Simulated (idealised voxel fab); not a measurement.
Process module, titled voxel spacer lines
Section cut is 300 nm wide and gridded with 5 nm square cells.
Format of a cross-section: grid, square cells. Given as bands. Order: top down. Band: one or more rows of cells. Read a band's entry like this: the first values are the height of its top and the height of its bottom in nm, and what follows is the sequence of materials from left to right, each with its width in nm. Note that "blank" is empty space, and that a single material marked "throughout" reaches across the band from edge to edge. Heights are reckoned from 0. Under this level, the received wafer is all of one material. The bottommost band is open-ended downward, for example "0..down". A two-number width, for instance "30..40", indicates that the width is equal to the first number in the top row of the band and to the second number in the bottom row, and that it changes by a constant amount per row of cells. You'll sometimes find "remained the same" written for a step, and that's the way of saying that nowhere in the cross-section did a cell change during that step. If an empty space has no open way to the top and is at least 8 cells in size, "Tabulated closed voids" lists it, written width x height at distance, where distance is measured from the left edge and every value is in nm. Note: text after step settings on the step line = simulator remark on that step. overlay nm: right-of-plan distance of the mask on a masked step; negative values mean left-of-plan.

So here's the lineup of process steps we planned
- 1: RECEIVE, material Si
- 2: CONFORMAL_DEP, material Al2O3, thk nm 5
- 3: DIRECTIONAL_DEP, material polySi, thk nm 20
- 4: DIRECTIONAL_DEP, material aC, thk nm 20
- 5: PATTERN, tone cover, mask id MANDREL, material resist, width nm 25, pitch nm 80, thk nm 25, overlay nm 0
- 6: DIRECTIONAL_ETCH, etch materials aC, depth nm 20
- 7: STRIP, etch materials resist
- 8: CONFORMAL_DEP, material SiN, thk nm 15
- 9: DIRECTIONAL_ETCH, etch materials SiN, depth nm 15
- 10: STRIP, etch materials aC
- 11: DIRECTIONAL_ETCH, etch materials polySi, depth nm 20
- 12: STRIP, etch materials SiN
- 13: FILL_DEP, material SiO2, thk nm 5
- 14: CMP, height nm 25

first wafer, as planned

This is the cross-section of the wafer as we received it, i.e. after step 1
* 0..down  Si throughout
* Tabulated closed voids: none

Step 2 complete: cross-section through the wafer
* 5..0  Al2O3 throughout
* Unchanged below 0.

Step 3 complete: cross-section through the wafer
* 25..5  polySi throughout
* Unchanged below 5.

Step 4 complete: cross-section through the wafer
* 45..25  aC throughout
* Unchanged below 25.

Step 5 complete: cross-section through the wafer
* 70..45  blank 95 nm; resist 25 nm; blank 55 nm; resist 25 nm; blank 100 nm
* Unchanged below 45.

Step 6 complete: cross-section through the wafer
* 50..45  blank 95 nm; resist 25 nm; blank 55 nm; resist 25 nm; blank 100 nm
* 45..25  blank 95 nm; aC 25 nm; blank 55 nm; aC 25 nm; blank 100 nm
* Unchanged below 25.

Step 7 complete: cross-section through the wafer
* 45..25  blank 95 nm; aC 25 nm; blank 55 nm; aC 25 nm; blank 100 nm
* Unchanged below 25.

Step 8 complete: cross-section through the wafer
* 60..45  blank 80 nm; SiN 55 nm; blank 25 nm; SiN 55 nm; blank 85 nm
* 45..40  blank 80 nm; SiN 15 nm; aC 25 nm; SiN 15 nm; blank 25 nm; SiN 15 nm; aC 25 nm; SiN 15 nm; blank 85 nm
* 40..25  SiN 95 nm; aC 25 nm; SiN 55 nm; aC 25 nm; SiN 100 nm
* Unchanged below 25.

Step 9 complete: cross-section through the wafer
* 45..25  blank 80 nm; SiN 15 nm; aC 25 nm; SiN 15 nm; blank 25 nm; SiN 15 nm; aC 25 nm; SiN 15 nm; blank 85 nm
* Unchanged below 25.

Step 10 complete: cross-section through the wafer
* 45..25  blank 80 nm; SiN 15 nm; blank 25 nm; SiN 15 nm; blank 25 nm; SiN 15 nm; blank 25 nm; SiN 15 nm; blank 85 nm
* Unchanged below 25.

Step 11 complete: cross-section through the wafer
* 45..25  blank 80 nm; SiN 15 nm; blank 25 nm; SiN 15 nm; blank 25 nm; SiN 15 nm; blank 25 nm; SiN 15 nm; blank 85 nm
* 25..5  blank 80 nm; polySi 15 nm; blank 25 nm; polySi 15 nm; blank 25 nm; polySi 15 nm; blank 25 nm; polySi 15 nm; blank 85 nm
* Unchanged below 5.

Step 12 complete: cross-section through the wafer
* 25..5  blank 80 nm; polySi 15 nm; blank 25 nm; polySi 15 nm; blank 25 nm; polySi 15 nm; blank 25 nm; polySi 15 nm; blank 85 nm
* Unchanged below 5.

Step 13 complete: cross-section through the wafer
* 30..25  SiO2 throughout
* 25..5  SiO2 80 nm; polySi 15 nm; SiO2 25 nm; polySi 15 nm; SiO2 25 nm; polySi 15 nm; SiO2 25 nm; polySi 15 nm; SiO2 85 nm
* Unchanged below 5.

Step 14 complete: cross-section through the wafer
* 25..5  SiO2 80 nm; polySi 15 nm; SiO2 25 nm; polySi 15 nm; SiO2 25 nm; polySi 15 nm; SiO2 25 nm; polySi 15 nm; SiO2 85 nm
* Unchanged below 5.

Second wafer: same start and same plan as the first, one execution error; identical to the first through step 1

Second wafer, cross-section, planned end of step 2
* 20..0  polySi throughout
* Unchanged below 0.

Second wafer, cross-section, planned end of step 3
* 25..20  Al2O3 throughout
* Unchanged below 20.

Second wafer, cross-section, planned end of step 4
* 45..25  aC throughout
* Unchanged below 25.

Second wafer, cross-section, planned end of step 5
* 70..45  blank 95 nm; resist 25 nm; blank 55 nm; resist 25 nm; blank 100 nm
* Unchanged below 45.

Second wafer, cross-section, planned end of step 6
* 50..45  blank 95 nm; resist 25 nm; blank 55 nm; resist 25 nm; blank 100 nm
* 45..25  blank 95 nm; aC 25 nm; blank 55 nm; aC 25 nm; blank 100 nm
* Unchanged below 25.

Second wafer, cross-section, planned end of step 7
* 45..25  blank 95 nm; aC 25 nm; blank 55 nm; aC 25 nm; blank 100 nm
* Unchanged below 25.

Second wafer, cross-section, planned end of step 8
* 60..45  blank 80 nm; SiN 55 nm; blank 25 nm; SiN 55 nm; blank 85 nm
* 45..40  blank 80 nm; SiN 15 nm; aC 25 nm; SiN 15 nm; blank 25 nm; SiN 15 nm; aC 25 nm; SiN 15 nm; blank 85 nm
* 40..25  SiN 95 nm; aC 25 nm; SiN 55 nm; aC 25 nm; SiN 100 nm
* Unchanged below 25.

Second wafer, cross-section, planned end of step 9
* 45..25  blank 80 nm; SiN 15 nm; aC 25 nm; SiN 15 nm; blank 25 nm; SiN 15 nm; aC 25 nm; SiN 15 nm; blank 85 nm
* Unchanged below 25.

Second wafer, cross-section, planned end of step 10
* 45..25  blank 80 nm; SiN 15 nm; blank 25 nm; SiN 15 nm; blank 25 nm; SiN 15 nm; blank 25 nm; SiN 15 nm; blank 85 nm
* Unchanged below 25.

Second wafer, cross-section, planned end of step 11: remained the same

Second wafer, cross-section, planned end of step 12
* 25..20  Al2O3 throughout
* Unchanged below 20.

Second wafer, cross-section, planned end of step 13
* 30..25  SiO2 throughout
* Unchanged below 25.

Second wafer, cross-section, planned end of step 14
* 25..20  Al2O3 throughout
* Unchanged below 20.
Nonconformance to the process plan: contrary to the plan, steps 2 and 3 were processed in exchanged order
In the final state, the cell counts of the second wafer exceed or fall short of those of the first for the following materials: 192 fewer of SiO2; 192 more of polySi
